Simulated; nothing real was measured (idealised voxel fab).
Proc. module: voxel gate over fins
The cross-section on display is named cut; it measures 280 nm wide, and its cells are 5 nm squares.
This document writes a cross-section as a grid whose cells are square, and gives it as bands, listed from the top down; one or more rows of cells form a band. It is stipulated that each band's entry specify, in nanometres, the height of the top of the band and then that of its bottom, followed by the materials of the band in left-to-right sequence, each together with its width in nanometres. A single material marked by the word "full width" is understood to fill the band from edge to edge; the word "blank" is understood to denote empty space. Where do heights start? At 0: under that level the wafer as delivered is made of one material only. And the lowest band has no floor; it just carries on downward, as in "0 and below". The width entry "30 to 40" should be interpreted row by row: the top row of cells in the band takes the first number, the bottom row takes the second number, and the change between adjacent rows is uniform throughout. For the purposes of this document, the phrase "identical to before" attached to a step denotes that no cell within the cross-section was modified by that step. You'll see "Closed void entries" listing empty spaces that have no way open to the top, as long as they're 8 cells or more; the notation is width x height at distance, where the distance is from the left edge, and all of it is in nm. Anything after a step's settings on that line? It's the simulator's own note about the step. overlay nm: mask offset rightward from planned place, masked step; negative means leftward offset.
plan:
1. RECEIVE (material Si)
2. CONFORMAL_DEP (material SiN; thk nm 5)
3. PATTERN (tone cover; mask id FINS; material resist; width nm 15; pitch nm 45; thk nm 20; overlay nm 0)
4. DIRECTIONAL_ETCH (etch materials SiN; depth nm 5)
5. DIRECTIONAL_ETCH (etch materials Si; depth nm 20)
6. STRIP (etch materials resist)
7. FILL_DEP (material SiO2; thk nm 5)
8. CMP (height nm 5)
9. SELECTIVE_ETCH (etch materials SiO2; depth nm 15)
10. STRIP (etch materials SiN)
11. CONFORMAL_DEP (material HfO2; thk nm 5)
12. CONFORMAL_DEP (material TiN; thk nm 5)
13. FILL_DEP (material W; thk nm 10)
14. CMP (height nm 15)
15. CONFORMAL_DEP (material SiCN; thk nm 5)
varied across the wafers: depth nm of step 5. The plan shows the first wafer's value. All wafers start alike
As-received cross-section, first of several wafers, post step 1:
  0 and below = Si full width
  Closed void entries: none
End of module: cross-section of the first of several wafers after step 15, the last step:
  20 down to 15 = SiCN full width
  15 down to 10 = W full width
  10 down to 5 = 100 W / 35 TiN / 10 W / 35 TiN / 100 W
  5 down to 0 = 100 W / 5 TiN / 25 HfO2 / 5 TiN / 10 W / 5 TiN / 25 HfO2 / 5 TiN / 100 W
  0 down to -5 = 105 TiN / 5 HfO2 / 15 Si / 5 HfO2 / 20 TiN / 5 HfO2 / 15 Si / 5 HfO2 / 105 TiN
  -5 down to -10 = 110 HfO2 / 15 Si / 30 HfO2 / 15 Si / 110 HfO2
  -10 down to -20 = 110 SiO2 / 15 Si / 30 SiO2 / 15 Si / 110 SiO2
  -20 and below = Si full width
  Closed void entries: none
End of module: cross-section, last of several wafers:
  20 down to 15 = SiCN full width
  15 down to 10 = W full width
  10 down to 5 = 100 W / 35 TiN / 10 W / 35 TiN / 100 W
  5 down to 0 = 100 W / 5 TiN / 25 HfO2 / 5 TiN / 10 W / 5 TiN / 25 HfO2 / 5 TiN / 100 W
  0 down to -5 = 105 TiN / 5 HfO2 / 15 Si / 5 HfO2 / 20 TiN / 5 HfO2 / 15 Si / 5 HfO2 / 105 TiN
  -5 down to -10 = 110 HfO2 / 15 Si / 30 HfO2 / 15 Si / 110 HfO2
  -10 down to -45 = 110 SiO2 / 15 Si / 30 SiO2 / 15 Si / 110 SiO2
  -45 and below = Si full width
  Closed void entries: none
Each row below is a wafer at the end of the module, listing for every material the number of cells it has gained (+) or lost (-) since it was received, followed by its closed voids:
depth nm 20; +64 HfO2; -200 Si; +56 SiCN; +100 SiO2; +64 TiN; +140 W; Closed void entries: none
depth nm 25; +64 HfO2; -250 Si; +56 SiCN; +150 SiO2; +64 TiN; +140 W; Closed void entries: none
depth nm 30; +64 HfO2; -300 Si; +56 SiCN; +200 SiO2; +64 TiN; +140 W; Closed void entries: none
depth nm 35; +64 HfO2; -350 Si; +56 SiCN; +250 SiO2; +64 TiN; +140 W; Closed void entries: none
depth nm 40; +64 HfO2; -400 Si; +56 SiCN; +300 SiO2; +64 TiN; +140 W; Closed void entries: none
depth nm 45; +64 HfO2; -450 Si; +56 SiCN; +350 SiO2; +64 TiN; +140 W; Closed void entries: none
